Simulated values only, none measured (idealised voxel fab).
process module | voxel ribs on slabs
cross-section cut | 140 nm wide | cells 5 nm
A cross-section is a grid of square cells, given in bands from the top down. A band is one or more rows of cells.
Each band's line starts with the height of the band's top and of its bottom, in nm. Then come its materials from left to right, each with its width in nm. One material with "throughout" fills the band from edge to edge. "air" is empty space.
Height 0 is the level under which the wafer as received is all one material. The lowest band goes on downwards, as in "0 down".
A width such as "30 to 40" changes by the same amount from each row of cells to the next, from the band's top row to its bottom row.
"no change" after a step means that no cell of the cross-section changed.
closed voids: empty space of 8 cells or more with no open way to the top, each as width x height at its distance from the left edge, in nm
after a step's settings: what the simulator itself notes on the step
overlay nm, on a step with a mask: how far to the right of its planned place the mask lay; to the left if negative
plan
1 op RECEIVE | material Si
2 op DIRECTIONAL_DEP | material SiO2 | thk nm 20
3 op DIRECTIONAL_DEP | material SiN | thk nm 20
4 op PATTERN | tone cover | mask id RIB | material resist | width nm 25 | thk nm 15 | overlay nm 0
5 op DIRECTIONAL_ETCH | etch materials SiN | depth nm 15
6 op STRIP | etch materials resist
7 op MASKED_ETCH | tone cover | mask id SLAB | width nm 55 | etch materials SiN | depth nm 5 | overlay nm 0
8 op FILL_DEP | material SiO2 | thk nm 15
9 op CMP | height nm 50
10 op DIRECTIONAL_DEP | material TiN | thk nm 5
11 op DIRECTIONAL_DEP | material aC | thk nm 15
12 op PATTERN | tone cover | mask id HEATER | material resist | width nm 35 | thk nm 35 | overlay nm 0
13 op DIRECTIONAL_ETCH | etch materials aC | depth nm 15
14 op STRIP | etch materials resist
15 op DIRECTIONAL_ETCH | etch materials TiN | depth nm 5
16 op STRIP | etch materials aC
17 op CONFORMAL_DEP | material SiN | thk nm 10
as received, after step 1
  0 down: Si throughout
  closed voids: none
first wafer at the end, as planned
  65 to 60: air 40 | SiN 55 | air 45
  60 to 55: SiN throughout
  55 to 50: SiN 50 | TiN 35 | SiN 55
  50 to 40: SiO2 throughout
  40 to 25: SiO2 55 | SiN 25 | SiO2 60
  25 to 20: SiO2 40 | SiN 55 | SiO2 45
  20 to 0: SiO2 throughout
  0 down: Si throughout
  closed voids: none
second wafer at the end: like start, like plan, one mistake
  65 to 60: air 40 | TiN 55 | air 45
  60 to 50: TiN throughout
  50 to 40: SiO2 throughout
  40 to 25: SiO2 55 | SiN 25 | SiO2 60
  25 to 20: SiO2 40 | SiN 55 | SiO2 45
  20 to 0: SiO2 throughout
  0 down: Si throughout
  closed voids: none
what went wrong: step 17 ran as: op CONFORMAL_DEP | material TiN | thk nm 10
at the end the second wafer has, in cells: 60 fewer of SiN | 60 more of TiN
